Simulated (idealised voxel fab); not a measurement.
process module | voxel gate over fins
cross-section cut | 190 nm wide | cells 5 nm
A cross-section is a grid of square cells, given in bands from the top down. A band is one or more rows of cells.
Each band's line starts with the height of the band's top and of its bottom, in nm. Then come its materials from left to right, each with its width in nm. One material with "throughout" fills the band from edge to edge. "air" is empty space.
Height 0 is the level under which the wafer as received is all one material. The lowest band goes on downwards, as in "0 down".
A width such as "30 to 40" changes by the same amount from each row of cells to the next, from the band's top row to its bottom row.
"no change" after a step means that no cell of the cross-section changed.
closed voids: empty space of 8 cells or more with no open way to the top, each as width x height at its distance from the left edge, in nm
after a step's settings: what the simulator itself notes on the step
overlay nm, on a step with a mask: how far to the right of its planned place the mask lay; to the left if negative
plan
1 op RECEIVE | material Si
2 op CONFORMAL_DEP | material SiN | thk nm 5
3 op DIRECTIONAL_DEP | material aC | thk nm 15
4 op PATTERN | tone cover | mask id FINS | material resist | width nm 15 | pitch nm 40 | thk nm 30 | overlay nm 0
5 op DIRECTIONAL_ETCH | etch materials aC | depth nm 15
6 op STRIP | etch materials resist
7 op DIRECTIONAL_ETCH | etch materials SiN | depth nm 5
8 op DIRECTIONAL_ETCH | etch materials Si | depth nm 35
9 op STRIP | etch materials aC
10 op FILL_DEP | material SiO2 | thk nm 15
11 op CMP | height nm -5
12 op SELECTIVE_ETCH | etch materials SiO2 | depth nm 15
13 op STRIP | etch materials SiN
14 op CONFORMAL_DEP | material HfO2 | thk nm 5
15 op CONFORMAL_DEP | material TiN | thk nm 5
16 op FILL_DEP | material W | thk nm 15
17 op CMP | height nm 20
18 op CONFORMAL_DEP | material SiN | thk nm 10
varied across the wafers: height nm of step 11. The plan shows the first wafer's value. All wafers start alike
first wafer as received, after step 1
  0 down: Si throughout
  closed voids: none
first wafer at the end, after step 18
  30 to 20: SiN throughout
  20 to 5: W throughout
  5 to 0: W 55 | TiN 35 | W 5 | TiN 35 | W 60
  0 to -5: W 55 | TiN 5 | HfO2 25 | TiN 5 | W 5 | TiN 5 | HfO2 25 | TiN 5 | W 60
  -5 to -10: W 55 | TiN 5 | HfO2 5 | Si 15 | HfO2 5 | TiN 5 | W 5 | TiN 5 | HfO2 5 | Si 15 | HfO2 5 | TiN 5 | W 60
  -10 to -15: TiN 60 | HfO2 5 | Si 15 | HfO2 5 | TiN 15 | HfO2 5 | Si 15 | HfO2 5 | TiN 65
  -15 to -20: HfO2 65 | Si 15 | HfO2 25 | Si 15 | HfO2 70
  -20 to -35: SiO2 65 | Si 15 | SiO2 25 | Si 15 | SiO2 70
  -35 down: Si throughout
  closed voids: none
last wafer at the end
  30 to 20: SiN throughout
  20 to 15: W throughout
  15 to 10: TiN throughout
  10 to 5: HfO2 70 | TiN 5 | HfO2 35 | TiN 5 | HfO2 75
  5 to 0: SiO2 65 | HfO2 15 | SiO2 25 | HfO2 15 | SiO2 70
  0 to -35: SiO2 65 | Si 15 | SiO2 25 | Si 15 | SiO2 70
  -35 down: Si throughout
  closed voids: none
each wafer at the end: cells of each material gained (+) or lost (-) since it was received, then its closed voids
height nm -5 | +50 HfO2 | -230 Si | +76 SiN | +96 SiO2 | +50 TiN | +186 W | closed voids: none
height nm 0 | +50 HfO2 | -224 Si | +76 SiN | +128 SiO2 | +50 TiN | +148 W | closed voids: none
height nm 5 | +46 HfO2 | -224 Si | +76 SiN | +160 SiO2 | +46 TiN | +124 W | closed voids: none
height nm 10 | +42 HfO2 | -224 Si | +76 SiN | +192 SiO2 | +42 TiN | +100 W | closed voids: none
height nm 15 | +38 HfO2 | -224 Si | +76 SiN | +224 SiO2 | +38 TiN | +76 W | closed voids: none
height nm 20 | +42 HfO2 | -224 Si | +76 SiN | +256 SiO2 | +40 TiN | +38 W | closed voids: none
